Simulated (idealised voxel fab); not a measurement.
Module name: voxel released beams (process module)
The figure presents cross-section cut, which has a width of 210 nm and is divided into square cells with an edge length of 5 nm.
This document writes a cross-section as a grid whose cells are square, and gives it as bands, listed from the top down; one or more rows of cells form a band. Top height, bottom height, nm. Materials left to right, width each, nm. Single material + "edge to edge" = fills band edge to edge. "empty" = empty. Height 0 is the level under which the wafer as received is all one material. The lowest band goes on downwards, as in "0 -> down". With a width like "30->40", each row of cells in the band differs from the next by the same amount, the top row carrying the first number and the bottom row the second. Step marked "nothing changed"? Then no cell in the cross-section changed in it. Entry "Enclosed void catalog". Content: empty spaces with no open connection to the top, size 8 cells or greater. Each: width x height at distance. Distance: from left edge. Unit: nm. Read whatever lies past the settings on a step's line as the simulator's own remark about the step. Regarding "overlay nm": on a step with a mask, it is the distance the mask lay to the right of its planned place; a negative value places it to the left.
## The planned process steps are enumerated hereunder
| 1 | RECEIVE | material Si |
| 2 | CONFORMAL_DEP | material Al2O3 | thk nm 5 |
| 3 | DIRECTIONAL_DEP | material SiO2 | thk nm 15 |
| 4 | DIRECTIONAL_DEP | material aC | thk nm 15 |
| 5 | PATTERN | tone open | mask id ANCHOR | material resist | width nm 30 | thk nm 30 | overlay nm 0 |
| 6 | DIRECTIONAL_ETCH | etch materials aC | depth nm 15 |
| 7 | STRIP | etch materials resist |
| 8 | DIRECTIONAL_ETCH | etch materials SiO2 | depth nm 15 |
| 9 | STRIP | etch materials aC |
| 10 | CONFORMAL_DEP | material SiN | thk nm 10 |
| 11 | MASKED_ETCH | tone cover | mask id BEAM | width nm 90 | etch materials SiN | depth nm 10 | overlay nm -15 |
| 12 | STRIP | etch materials SiO2 |
The wafers in this document start out alike and differ in the overlay nm applied at step 11; the plan shows the value used for the first wafer.
## First of several wafers (as received, post step 1), cross-sectional view
* 0 -> down: Si edge to edge
* Enclosed void catalog: none
## Quick look at the cross-section of the first of several wafers after step 12, which wraps up the module
* 30 -> 20: 40 empty | 30 SiN | 10 empty | 50 SiN | 80 empty
* 20 -> 15: 60 empty | 10 SiN | 10 empty | 10 SiN | 120 empty
* 15 -> 5: 60 empty | 30 SiN | 120 empty
* 5 -> 0: Al2O3 edge to edge
* 0 -> down: Si edge to edge
* Enclosed void catalog: none
## Cross-section, last wafer, module completion
* 30 -> 20: 80 empty | 80 SiN | 50 empty
* 20 -> 15: 60 empty | 10 SiN | 10 empty | 10 SiN | 120 empty
* 15 -> 5: 60 empty | 30 SiN | 120 empty
* 5 -> 0: Al2O3 edge to edge
* 0 -> down: Si edge to edge
* Enclosed void catalog: none
## Rows = wafers. At module end, each row lists per material the cells gained (+) or lost (-) since the wafer was received, then the closed voids
overlay nm -15, +42 Al2O3, +48 SiN, Enclosed void catalog: none
overlay nm -10, +42 Al2O3, +48 SiN, Enclosed void catalog: none
overlay nm -5, +42 Al2O3, +48 SiN, Enclosed void catalog: none
overlay nm 0, +42 Al2O3, +48 SiN, Enclosed void catalog: none
overlay nm 5, +42 Al2O3, +48 SiN, Enclosed void catalog: none
overlay nm 10, +42 Al2O3, +48 SiN, Enclosed void catalog: none
overlay nm 15, +42 Al2O3, +48 SiN, Enclosed void catalog: none
